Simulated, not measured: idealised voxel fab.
This section sets out a process module, namely voxel ribs on slabs.
We display cut, a cross-section 225 nm in width whose square cells are each 5 nm.
Bands, listed from the top down, are how a cross-section gets written in this document; the cross-section itself is a grid of square cells, and a band is one or more rows of them. Basically the band line says how high the top is and how high the bottom is, in nm, and then what's in it from left to right, every material with its width in nm. Empty space shows up as "blank", and if a single material carries "everywhere" it runs the full band edge to edge. For the purposes of this specification, 0 denotes the height below which the wafer in its as-received condition is composed wholly of one material, and the lowermost band, lacking a lower limit, extends downward without end, as expressed in "z 0 and below". The notation "30->40" denotes a width that varies across the rows of cells in the band, beginning at the first number in the top row, finishing at the second number in the bottom row, and changing by an identical amount from each row to the next. "no alterations made", as given for a step, is the statement that not any cell of the cross-section underwent a change during that step. For the entry "Entrapped voids", the listed items are empty spaces with no open way to the top whose size is 8 cells or more; each item follows the pattern width x height at distance, where distance is from the left edge and all three are in nm. Note: text after step settings on the step line = simulator remark on that step. Among the settings permitted on a step's line is "overlay nm"; applied to a step with a mask, it specifies the extent to which the mask lay to the right of its planned position, whereas a negative figure signifies a position to the left.
**plan**
1) RECEIVE,material Si
2) DIRECTIONAL_DEP,material SiO2,thk nm 25
3) DIRECTIONAL_DEP,material SiN,thk nm 15
4) DIRECTIONAL_DEP,material aC,thk nm 15
5) PATTERN,tone cover,mask id RIB,material resist,width nm 15,thk nm 35,overlay nm 0
6) DIRECTIONAL_ETCH,etch materials aC,depth nm 15
7) STRIP,etch materials resist
8) DIRECTIONAL_ETCH,etch materials SiN,depth nm 10
9) STRIP,etch materials aC
10) MASKED_ETCH,tone cover,mask id SLAB,width nm 55,etch materials SiN,depth nm 5,overlay nm 0
11) FILL_DEP,material SiO2,thk nm 20
12) CMP,height nm 55
13) DIRECTIONAL_DEP,material TiN,thk nm 5
14) PATTERN,tone cover,mask id HEATER,material resist,width nm 25,thk nm 20,overlay nm 0
15) DIRECTIONAL_ETCH,etch materials TiN,depth nm 5
16) STRIP,etch materials resist
17) CONFORMAL_DEP,material SiN,thk nm 10
**First wafer of two (run as planned)**
**As-received wafer cross-section (after step 1)**
z 0 and below = Si everywhere
Entrapped voids: none
**Cross-sectional representation of the wafer at the conclusion of step 2**
z 25 to 0 = SiO2 everywhere
Whatever lies below 0 is exactly as it was before.
**Cross-sectional representation of the wafer at the conclusion of step 3**
z 40 to 25 = SiN everywhere
Whatever lies below 25 is exactly as it was before.
**Cross-sectional representation of the wafer at the conclusion of step 4**
z 55 to 40 = aC everywhere
Whatever lies below 40 is exactly as it was before.
**Cross-sectional representation of the wafer at the conclusion of step 5**
z 90 to 55 = 105 of blank / 15 of resist / 105 of blank
Whatever lies below 55 is exactly as it was before.
**Cross-sectional representation of the wafer at the conclusion of step 6**
z 75 to 55 = 105 of blank / 15 of resist / 105 of blank
z 55 to 40 = 105 of blank / 15 of aC / 105 of blank
Whatever lies below 40 is exactly as it was before.
**Cross-sectional representation of the wafer at the conclusion of step 7**
z 55 to 40 = 105 of blank / 15 of aC / 105 of blank
Whatever lies below 40 is exactly as it was before.
**Cross-sectional representation of the wafer at the conclusion of step 8**
z 55 to 40 = 105 of blank / 15 of aC / 105 of blank
z 40 to 30 = 105 of blank / 15 of SiN / 105 of blank
Whatever lies below 30 is exactly as it was before.
**Cross-sectional representation of the wafer at the conclusion of step 9**
z 40 to 30 = 105 of blank / 15 of SiN / 105 of blank
Whatever lies below 30 is exactly as it was before.
**Cross-sectional representation of the wafer at the conclusion of step 10**
z 40 to 30 = 105 of blank / 15 of SiN / 105 of blank
z 30 to 25 = 85 of blank / 55 of SiN / 85 of blank
Whatever lies below 25 is exactly as it was before.
**Cross-sectional representation of the wafer at the conclusion of step 11**
z 60 to 40 = SiO2 everywhere
z 40 to 30 = 105 of SiO2 / 15 of SiN / 105 of SiO2
z 30 to 25 = 85 of SiO2 / 55 of SiN / 85 of SiO2
Whatever lies below 25 is exactly as it was before.
**Cross-sectional representation of the wafer at the conclusion of step 12**
z 55 to 40 = SiO2 everywhere
Whatever lies below 40 is exactly as it was before.
**Cross-sectional representation of the wafer at the conclusion of step 13**
z 60 to 55 = TiN everywhere
Whatever lies below 55 is exactly as it was before.
**Cross-sectional representation of the wafer at the conclusion of step 14**
z 80 to 60 = 100 of blank / 25 of resist / 100 of blank
Whatever lies below 60 is exactly as it was before.
**Cross-sectional representation of the wafer at the conclusion of step 15**
z 80 to 60 = 100 of blank / 25 of resist / 100 of blank
z 60 to 55 = 100 of blank / 25 of TiN / 100 of blank
Whatever lies below 55 is exactly as it was before.
**Cross-sectional representation of the wafer at the conclusion of step 16**
z 60 to 55 = 100 of blank / 25 of TiN / 100 of blank
Whatever lies below 55 is exactly as it was before.
**Cross-sectional representation of the wafer at the conclusion of step 17**
z 70 to 65 = 90 of blank / 45 of SiN / 90 of blank
z 65 to 60 = SiN everywhere
z 60 to 55 = 100 of SiN / 25 of TiN / 100 of SiN
Whatever lies below 55 is exactly as it was before.
**second wafer: like start, like plan, one mistake. Through step 9 it matches the first wafer**
**Cross-sectional view of the second wafer at the intended end time of process step 10**
z 35 to 30 = 105 of blank / 15 of SiN / 105 of blank
z 30 to 25 = 85 of SiN / 20 of blank / 15 of SiN / 20 of blank / 85 of SiN
Whatever lies below 25 is exactly as it was before.
**Cross-sectional view of the second wafer at the intended end time of process step 11**
z 55 to 35 = SiO2 everywhere
z 35 to 30 = 105 of SiO2 / 15 of SiN / 105 of SiO2
z 30 to 25 = 85 of SiN / 20 of SiO2 / 15 of SiN / 20 of SiO2 / 85 of SiN
Whatever lies below 25 is exactly as it was before.
Cross-sectional view of the second wafer at the intended end time of process step 12: no alterations made
**Cross-sectional view of the second wafer at the intended end time of process step 13**
z 60 to 55 = TiN everywhere
Whatever lies below 55 is exactly as it was before.
**Cross-sectional view of the second wafer at the intended end time of process step 14**
z 80 to 60 = 100 of blank / 25 of resist / 100 of blank
Whatever lies below 60 is exactly as it was before.
**Cross-sectional view of the second wafer at the intended end time of process step 15**
z 80 to 60 = 100 of blank / 25 of resist / 100 of blank
z 60 to 55 = 100 of blank / 25 of TiN / 100 of blank
Whatever lies below 55 is exactly as it was before.
**Cross-sectional view of the second wafer at the intended end time of process step 16**
z 60 to 55 = 100 of blank / 25 of TiN / 100 of blank
Whatever lies below 55 is exactly as it was before.
**Cross-sectional view of the second wafer at the intended end time of process step 17**
z 70 to 65 = 90 of blank / 45 of SiN / 90 of blank
z 65 to 60 = SiN everywhere
z 60 to 55 = 100 of SiN / 25 of TiN / 100 of SiN
Whatever lies below 55 is exactly as it was before.
what went wrong: step 10: run off-plan, actual operation and settings MASKED_ETCH,tone open,mask id SLAB,width nm 55,etch materials SiN,depth nm 5,overlay nm 0
Final tally in cells, some materials are higher or lower on the second wafer than on the first: SiN +23 | SiO2 -23
